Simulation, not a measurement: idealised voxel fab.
process module | voxel gate over fins
cross-section cut | 165 nm wide | cells 5 nm
A cross-section is a grid of square cells, given in bands from the top down. A band is one or more rows of cells.
Each band's line starts with the height of the band's top and of its bottom, in nm. Then come its materials from left to right, each with its width in nm. One material with "throughout" fills the band from edge to edge. "air" is empty space.
Height 0 is the level under which the wafer as received is all one material. The lowest band goes on downwards, as in "0 down".
A width such as "30 to 40" changes by the same amount from each row of cells to the next, from the band's top row to its bottom row.
"no change" after a step means that no cell of the cross-section changed.
closed voids: empty space of 8 cells or more with no open way to the top, each as width x height at its distance from the left edge, in nm
after a step's settings: what the simulator itself notes on the step
overlay nm, on a step with a mask: how far to the right of its planned place the mask lay; to the left if negative
plan
1 op RECEIVE | material Si
2 op CONFORMAL_DEP | material SiN | thk nm 5
3 op MASKED_ETCH | tone cover | mask id FINS | width nm 15 | pitch nm 40 | etch materials SiN | depth nm 5 | overlay nm 0
4 op MASKED_ETCH | tone cover | mask id FINS | width nm 15 | pitch nm 40 | etch materials Si | depth nm 30 | overlay nm 0
5 op OXIDIZE | depth nm 5
6 op FILL_DEP | material SiO2 | thk nm 10
7 op CMP | height nm 5
8 op SELECTIVE_ETCH | etch materials SiO2 | depth nm 15
9 op STRIP | etch materials SiN
10 op CONFORMAL_DEP | material HfO2 | thk nm 5
11 op CONFORMAL_DEP | material TiN | thk nm 5
12 op CONFORMAL_DEP | material TiAl | thk nm 5
13 op CONFORMAL_DEP | material TiN | thk nm 5
14 op FILL_DEP | material W | thk nm 10
15 op CMP | height nm 25
16 op CONFORMAL_DEP | material SiN | thk nm 10
varied across the wafers: width nm of step 3. The plan shows the first wafer's value. All wafers start alike
first wafer as received, after step 1
  0 down: Si throughout
  closed voids: none
each wafer at the end: cells of each material gained (+) or lost (-) since it was received, then its closed voids
width nm 15 | +45 HfO2 | -210 Si | +66 SiN | +150 SiO2 | +45 TiAl | +86 TiN | +49 W | closed voids: none
width nm 20 | +45 HfO2 | -189 Si | +66 SiN | +135 SiO2 | +45 TiAl | +82 TiN | +47 W | closed voids: none
width nm 25 | +45 HfO2 | -168 Si | +66 SiN | +120 SiO2 | +41 TiAl | +82 TiN | +45 W | closed voids: none
